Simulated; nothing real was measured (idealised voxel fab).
Proc. module: voxel transistor to metal
Each square cell in cross-section cut measures 5 nm, and the section as a whole is 295 nm wide.
We lay out every cross-section as a grid of square cells and spell it out in bands from the top down, where one band means one or more rows of cells. What a band's entry tells you: where the top is and where the bottom is, as heights in nm, and after that what lies inside, material by material from left to right, each with its width in nm. Empty space is written as the word "air", and a single material marked with the word "all across" occupies the band from edge to edge. Height reference: 0 = level under which incoming wafer is all one material. Lowest band: no bottom, runs on downward, e.g. "0 and below". Note: "30 to 40" means the width goes from the first number (top row of the band) to the second number (bottom row) in equal steps per row of cells. "no alterations made" means the step left every cell of the cross-section as it was. "Voids, fully enclosed" enumerates empty spaces isolated from the top, with no open way to it, that contain at least 8 cells, giving each as width x height at distance from the left edge, all three in nm. That trailing text on a step's line, after the settings, is the simulator's own remark on the step. overlay nm: on a step with a mask, how far right of its planned place the mask lay; negative means left.

Below is the list of planned process steps
1) op RECEIVE | material Si
2) op OXIDIZE | depth nm 5
3) op CONFORMAL_DEP | material SiN | thk nm 10
4) op DIRECTIONAL_DEP | material aC | thk nm 15
5) op PATTERN | tone cover | mask id ACTIVE | material resist | width nm 110 | pitch nm 140 | thk nm 30 | overlay nm 0
6) op DIRECTIONAL_ETCH | etch materials aC | depth nm 15
7) op STRIP | etch materials resist
8) op DIRECTIONAL_ETCH | etch materials SiN | depth nm 10
9) op DIRECTIONAL_ETCH | etch materials SiO2 | depth nm 5
10) op DIRECTIONAL_ETCH | etch materials Si | depth nm 30
11) op STRIP | etch materials aC
12) op FILL_DEP | material SiO2 | thk nm 5
13) op CMP | height nm 10
14) op SELECTIVE_ETCH | etch materials SiO2 | depth nm 5
15) op STRIP | etch materials SiN
16) op SELECTIVE_ETCH | etch materials SiO2 | depth nm 5
17) op OXIDIZE | depth nm 5
18) op DIRECTIONAL_DEP | material polySi | thk nm 30
19) op DIRECTIONAL_DEP | material SiCN | thk nm 10
20) op PATTERN | tone cover | mask id GATE | material resist | width nm 20 | pitch nm 140 | thk nm 20 | overlay nm 0
21) op DIRECTIONAL_ETCH | etch materials SiCN | depth nm 20
22) op DIRECTIONAL_ETCH | etch materials polySi | depth nm 40
23) op STRIP | etch materials resist
24) op CONFORMAL_DEP | material SiO2 | thk nm 5
25) op DIRECTIONAL_ETCH | etch materials SiO2 | depth nm 5
26) op CONFORMAL_DEP | material SiN | thk nm 5
27) op DIRECTIONAL_ETCH | etch materials SiN | depth nm 5
28) op DIRECTIONAL_ETCH | etch materials SiO2 | depth nm 5
29) op DIRECTIONAL_ETCH | etch materials Si | depth nm 10
30) op EPI | material SiGe | thk nm 15
31) op FILL_DEP | material SiO2 | thk nm 5
32) op CMP | height nm 35
33) op DIRECTIONAL_DEP | material SiO2 | thk nm 10
34) op PATTERN | tone open | mask id CONTACT | material resist | width nm 35 | thk nm 15 | overlay nm 0
35) op DIRECTIONAL_ETCH | etch materials SiO2 | depth nm 40
36) op STRIP | etch materials resist
37) op CONFORMAL_DEP | material TiN | thk nm 5
38) op FILL_DEP | material Ru | thk nm 5
39) op CMP | height nm 45
40) op DIRECTIONAL_DEP | material TiN | thk nm 5
41) op DIRECTIONAL_DEP | material W | thk nm 20
42) op DIRECTIONAL_DEP | material aC | thk nm 10
43) op PATTERN | tone cover | mask id METAL_1 | material resist | width nm 20 | thk nm 25 | overlay nm 0
44) op DIRECTIONAL_ETCH | etch materials aC | depth nm 10
45) op STRIP | etch materials resist
46) op DIRECTIONAL_ETCH | etch materials W | depth nm 20
47) op DIRECTIONAL_ETCH | etch materials TiN | depth nm 5
48) op STRIP | etch materials aC
49) op CONFORMAL_DEP | material SiN | thk nm 5
50) op FILL_DEP | material SiO2 | thk nm 10
51) op CMP | height nm 70
52) op CONFORMAL_DEP | material SiCN | thk nm 5

So this is the incoming wafer in cross-section - it's already been through step 1
0 and below  Si all across
Voids, fully enclosed: none

Same starting wafer, same plan as above, one mistake in the execution; this is the cross-section at the end of the module
75 down to 70  SiCN all across
70 down to 50  20 of SiO2  5 of SiN  20 of W  5 of SiN  50 of SiO2  5 of SiN  20 of W  5 of SiN  30 of SiO2  5 of SiN  20 of W  5 of SiN  50 of SiO2  5 of SiN  20 of W  5 of SiN  25 of SiO2
50 down to 45  25 of SiN  20 of TiN  60 of SiN  20 of TiN  40 of SiN  20 of TiN  60 of SiN  20 of TiN  30 of SiN
45 down to 35  25 of SiO2  5 of TiN  25 to 20 of Ru  5 to 10 of TiN  30 of SiO2  5 to 10 of TiN  25 to 20 of Ru  5 of TiN  40 of SiO2  5 of TiN  25 to 20 of Ru  5 to 10 of TiN  30 of SiO2  5 to 10 of TiN  25 to 20 of Ru  5 of TiN  30 of SiO2
35 down to 25  25 of SiO2  5 of TiN  20 of Ru  5 of TiN  5 of SiN  5 of SiO2  20 of SiCN  5 of SiO2  5 of SiN  5 of TiN  20 of Ru  5 of TiN  40 of SiO2  5 of TiN  20 of Ru  5 of TiN  5 of SiN  5 of SiO2  20 of SiCN  5 of SiO2  5 of SiN  5 of TiN  20 of Ru  5 of TiN  30 of SiO2
25 down to 10  25 of SiO2  5 of TiN  20 of Ru  5 of TiN  5 of SiN  5 of SiO2  20 of polySi  5 of SiO2  5 of SiN  5 of TiN  20 of Ru  5 of TiN  40 of SiO2  5 of TiN  20 of Ru  5 of TiN  5 of SiN  5 of SiO2  20 of polySi  5 of SiO2  5 of SiN  5 of TiN  20 of Ru  5 of TiN  30 of SiO2
10 down to 5  25 of SiO2  30 of TiN  5 of SiN  5 of SiO2  20 of polySi  5 of SiO2  5 of SiN  30 of TiN  40 of SiO2  30 of TiN  5 of SiN  5 of SiO2  20 of polySi  5 of SiO2  5 of SiN  30 of TiN  30 of SiO2
5 down to 0  25 of SiO2  30 of SiGe  5 of SiN  5 of SiO2  20 of polySi  5 of SiO2  5 of SiN  35 of SiGe  35 of SiO2  30 of SiGe  5 of SiN  5 of SiO2  20 of polySi  5 of SiO2  5 of SiN  35 of SiGe  25 of SiO2
0 down to -5  25 of SiO2  5 of SiN  25 of SiGe  5 of SiN  5 of SiO2  20 of polySi  5 of SiO2  5 of SiN  30 of SiGe  5 of SiN  35 of SiO2  5 of SiN  25 of SiGe  5 of SiN  5 of SiO2  20 of polySi  5 of SiO2  5 of SiN  30 of SiGe  5 of SiN  25 of SiO2
-5 down to -10  30 of SiO2  25 of SiGe  40 of SiO2  30 of SiGe  45 of SiO2  25 of SiGe  40 of SiO2  30 of SiGe  30 of SiO2
-10 down to -20  25 of SiO2  5 of Si  25 of SiGe  40 of Si  30 of SiGe  5 of Si  35 of SiO2  5 of Si  25 of SiGe  40 of Si  30 of SiGe  5 of Si  25 of SiO2
-20 down to -35  25 of SiO2  105 of Si  35 of SiO2  105 of Si  25 of SiO2
-35 and below  Si all across
Voids, fully enclosed: none
What went wrong in running the wafer? heads up, step 5 didn't go per plan, it actually ran as op PATTERN | tone cover | mask id ACTIVE | material resist | width nm 105 | pitch nm 140 | thk nm 30 | overlay nm 0
